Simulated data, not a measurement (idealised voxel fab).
This is a process module. Its name is voxel local oxidation.
Section shown: cut. Width: 295 nm. Cell size: 5 nm, square.
Square cells in a grid make up a cross-section in this document, and the grid is given as bands, listed from the top down, each one or more rows of cells.
Per band: top height and bottom height in nm, followed by the left-to-right materials and their widths in nm; "full width" marks a single material spanning edge to edge, "air" marks empty space.
It should be noted that heights are counted from 0, beneath which the wafer as supplied is of one material throughout, and that the lowest band possesses no lower boundary but continues downward, as written in "0..down".
It should be noted that a width expressed as "30..40" varies in equal increments from row to row of cells within the band, taking the value of the first number at the top row and that of the second number at the bottom row.
It should be understood that the words "no modification", when stated for a given step, signify that the cross-section underwent no change in any of its cells during that step.
Closed empty spaces: empty space of 8 cells or more with no open way to the top, each as width x height at its distance from the left edge, in nm
Step line, after settings: the simulator's comment on this step.
"overlay nm" answers the question of how far to the right of plan the mask lay on a step that has a mask, and when it is negative the answer is to the left.
Process steps - plan
step 1: op RECEIVE | material Si
step 2: op CONFORMAL_DEP | material SiO2 | thk nm 5
step 3: op CONFORMAL_DEP | material SiN | thk nm 15
step 4: op PATTERN | tone cover | mask id ACTIVE | material resist | width nm 125 | thk nm 15 | overlay nm 0
step 5: op DIRECTIONAL_ETCH | etch materials SiN | depth nm 15
step 6: op STRIP | etch materials resist
step 7: op SELECTIVE_ETCH | etch materials SiO2 | depth nm 5
step 8: op OXIDIZE | depth nm 15
step 9: op STRIP | etch materials SiN
Here's what the wafer looked like in cross-section when it arrived - that's after step 1
* 0..down | Si full width
* Closed empty spaces: none
This is how the wafer looks in cross-section once the module is done, given the starting state and plan above and one mistake in carrying the plan out
* 20..5 | 85 nm air / 125 nm SiN / 85 nm air
* 5..0 | 90 nm air / 115 nm SiO2 / 90 nm air
* 0..-15 | 105 nm SiO2 / 85 nm Si / 105 nm SiO2
* -15..down | Si full width
* Closed empty spaces: none
What was the processing mistake? skipped: plan step 9 (never run)
